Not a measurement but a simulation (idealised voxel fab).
process module | voxel quadruple lines
cross-section cut | 285 nm wide | cells 5 nm
A cross-section is a grid of square cells, given in bands from the top down. A band is one or more rows of cells.
Each band's line starts with the height of the band's top and of its bottom, in nm. Then come its materials from left to right, each with its width in nm. One material with "throughout" fills the band from edge to edge. "air" is empty space.
Height 0 is the level under which the wafer as received is all one material. The lowest band goes on downwards, as in "0 down".
A width such as "30 to 40" changes by the same amount from each row of cells to the next, from the band's top row to its bottom row.
"no change" after a step means that no cell of the cross-section changed.
closed voids: empty space of 8 cells or more with no open way to the top, each as width x height at its distance from the left edge, in nm
after a step's settings: what the simulator itself notes on the step
overlay nm, on a step with a mask: how far to the right of its planned place the mask lay; to the left if negative
plan
1 op RECEIVE | material Si
2 op CONFORMAL_DEP | material SiO2 | thk nm 10
3 op DIRECTIONAL_DEP | material W | thk nm 10
4 op DIRECTIONAL_DEP | material polySi | thk nm 20
5 op DIRECTIONAL_DEP | material aC | thk nm 20
6 op PATTERN | tone cover | mask id MANDREL | material resist | width nm 30 | pitch nm 80 | thk nm 25 | overlay nm 0
7 op DIRECTIONAL_ETCH | etch materials aC | depth nm 20
8 op STRIP | etch materials resist
9 op CONFORMAL_DEP | material SiO2 | thk nm 10
10 op DIRECTIONAL_ETCH | etch materials SiO2 | depth nm 10
11 op STRIP | etch materials aC
12 op DIRECTIONAL_ETCH | etch materials polySi | depth nm 20
13 op STRIP | etch materials SiO2
14 op CONFORMAL_DEP | material SiCN | thk nm 10
15 op DIRECTIONAL_ETCH | etch materials SiCN | depth nm 10
16 op STRIP | etch materials polySi
17 op DIRECTIONAL_ETCH | etch materials W | depth nm 10
18 op STRIP | etch materials SiCN
first wafer, as planned
as received, after step 1
  0 down: Si throughout
  closed voids: none
after step 2
  10 to 0: SiO2 throughout
  below 0: unchanged
after step 3
  20 to 10: W throughout
  below 10: unchanged
after step 4
  40 to 20: polySi throughout
  below 20: unchanged
after step 5
  60 to 40: aC throughout
  below 40: unchanged
after step 6
  85 to 60: air 85 | resist 30 | air 50 | resist 30 | air 90
  below 60: unchanged
after step 7
  65 to 60: air 85 | resist 30 | air 50 | resist 30 | air 90
  60 to 40: air 85 | aC 30 | air 50 | aC 30 | air 90
  below 40: unchanged
after step 8
  60 to 40: air 85 | aC 30 | air 50 | aC 30 | air 90
  below 40: unchanged
after step 9
  70 to 60: air 75 | SiO2 50 | air 30 | SiO2 50 | air 80
  60 to 50: air 75 | SiO2 10 | aC 30 | SiO2 10 | air 30 | SiO2 10 | aC 30 | SiO2 10 | air 80
  50 to 40: SiO2 85 | aC 30 | SiO2 50 | aC 30 | SiO2 90
  below 40: unchanged
after step 10
  60 to 40: air 75 | SiO2 10 | aC 30 | SiO2 10 | air 30 | SiO2 10 | aC 30 | SiO2 10 | air 80
  below 40: unchanged
after step 11
  60 to 40: air 75 | SiO2 10 | air 30 | SiO2 10 | air 30 | SiO2 10 | air 30 | SiO2 10 | air 80
  below 40: unchanged
after step 12
  60 to 40: air 75 | SiO2 10 | air 30 | SiO2 10 | air 30 | SiO2 10 | air 30 | SiO2 10 | air 80
  40 to 20: air 75 | polySi 10 | air 30 | polySi 10 | air 30 | polySi 10 | air 30 | polySi 10 | air 80
  below 20: unchanged
after step 13
  40 to 20: air 75 | polySi 10 | air 30 | polySi 10 | air 30 | polySi 10 | air 30 | polySi 10 | air 80
  below 20: unchanged
after step 14
  50 to 40: air 65 | SiCN 30 | air 10 | SiCN 30 | air 10 | SiCN 30 | air 10 | SiCN 30 | air 70
  40 to 30: air 65 | SiCN 10 | polySi 10 | SiCN 10 | air 10 | SiCN 10 | polySi 10 | SiCN 10 | air 10 | SiCN 10 | polySi 10 | SiCN 10 | air 10 | SiCN 10 | polySi 10 | SiCN 10 | air 70
  30 to 20: SiCN 75 | polySi 10 | SiCN 30 | polySi 10 | SiCN 30 | polySi 10 | SiCN 30 | polySi 10 | SiCN 80
  below 20: unchanged
after step 15
  40 to 20: air 65 | SiCN 10 | polySi 10 | SiCN 10 | air 10 | SiCN 10 | polySi 10 | SiCN 10 | air 10 | SiCN 10 | polySi 10 | SiCN 10 | air 10 | SiCN 10 | polySi 10 | SiCN 10 | air 70
  below 20: unchanged
after step 16
  40 to 20: air 65 | SiCN 10 | air 10 | SiCN 10 | air 10 | SiCN 10 | air 10 | SiCN 10 | air 10 | SiCN 10 | air 10 | SiCN 10 | air 10 | SiCN 10 | air 10 | SiCN 10 | air 70
  below 20: unchanged
after step 17
  40 to 20: air 65 | SiCN 10 | air 10 | SiCN 10 | air 10 | SiCN 10 | air 10 | SiCN 10 | air 10 | SiCN 10 | air 10 | SiCN 10 | air 10 | SiCN 10 | air 10 | SiCN 10 | air 70
  20 to 10: air 65 | W 10 | air 10 | W 10 | air 10 | W 10 | air 10 | W 10 | air 10 | W 10 | air 10 | W 10 | air 10 | W 10 | air 10 | W 10 | air 70
  below 10: unchanged
after step 18
  20 to 10: air 65 | W 10 | air 10 | W 10 | air 10 | W 10 | air 10 | W 10 | air 10 | W 10 | air 10 | W 10 | air 10 | W 10 | air 10 | W 10 | air 70
  below 10: unchanged
second wafer: like start, like plan, one mistake. Through step 8 it matches the first wafer
when step 9 should have ended
  65 to 60: air 80 | SiO2 40 | air 40 | SiO2 40 | air 85
  60 to 45: air 80 | SiO2 5 | aC 30 | SiO2 5 | air 40 | SiO2 5 | aC 30 | SiO2 5 | air 85
  45 to 40: SiO2 85 | aC 30 | SiO2 50 | aC 30 | SiO2 90
  below 40: unchanged
when step 10 should have ended
  60 to 55: air 85 | aC 30 | air 50 | aC 30 | air 90
  55 to 40: air 80 | SiO2 5 | aC 30 | SiO2 5 | air 40 | SiO2 5 | aC 30 | SiO2 5 | air 85
  below 40: unchanged
when step 11 should have ended
  55 to 40: air 80 | SiO2 5 | air 30 | SiO2 5 | air 40 | SiO2 5 | air 30 | SiO2 5 | air 85
  below 40: unchanged
when step 12 should have ended
  55 to 40: air 80 | SiO2 5 | air 30 | SiO2 5 | air 40 | SiO2 5 | air 30 | SiO2 5 | air 85
  40 to 20: air 80 | polySi 5 | air 30 | polySi 5 | air 40 | polySi 5 | air 30 | polySi 5 | air 85
  below 20: unchanged
when step 13 should have ended
  40 to 20: air 80 | polySi 5 | air 30 | polySi 5 | air 40 | polySi 5 | air 30 | polySi 5 | air 85
  below 20: unchanged
when step 14 should have ended
  50 to 40: air 70 | SiCN 25 | air 10 | SiCN 25 | air 20 | SiCN 25 | air 10 | SiCN 25 | air 75
  40 to 30: air 70 | SiCN 10 | polySi 5 | SiCN 10 | air 10 | SiCN 10 | polySi 5 | SiCN 10 | air 20 | SiCN 10 | polySi 5 | SiCN 10 | air 10 | SiCN 10 | polySi 5 | SiCN 10 | air 75
  30 to 20: SiCN 80 | polySi 5 | SiCN 30 | polySi 5 | SiCN 40 | polySi 5 | SiCN 30 | polySi 5 | SiCN 85
  below 20: unchanged
when step 15 should have ended
  40 to 20: air 70 | SiCN 10 | polySi 5 | SiCN 10 | air 10 | SiCN 10 | polySi 5 | SiCN 10 | air 20 | SiCN 10 | polySi 5 | SiCN 10 | air 10 | SiCN 10 | polySi 5 | SiCN 10 | air 75
  below 20: unchanged
when step 16 should have ended
  40 to 20: air 70 | SiCN 10 | air 5 | SiCN 10 | air 10 | SiCN 10 | air 5 | SiCN 10 | air 20 | SiCN 10 | air 5 | SiCN 10 | air 10 | SiCN 10 | air 5 | SiCN 10 | air 75
  below 20: unchanged
when step 17 should have ended
  40 to 20: air 70 | SiCN 10 | air 5 | SiCN 10 | air 10 | SiCN 10 | air 5 | SiCN 10 | air 20 | SiCN 10 | air 5 | SiCN 10 | air 10 | SiCN 10 | air 5 | SiCN 10 | air 75
  20 to 10: air 70 | W 10 | air 5 | W 10 | air 10 | W 10 | air 5 | W 10 | air 20 | W 10 | air 5 | W 10 | air 10 | W 10 | air 5 | W 10 | air 75
  below 10: unchanged
when step 18 should have ended
  20 to 10: air 70 | W 10 | air 5 | W 10 | air 10 | W 10 | air 5 | W 10 | air 20 | W 10 | air 5 | W 10 | air 10 | W 10 | air 5 | W 10 | air 75
  below 10: unchanged
what went wrong: step 9 ran as: op CONFORMAL_DEP | material SiO2 | thk nm 5
at the end the second wafer has, in cells: as many of each material as the first, in other places
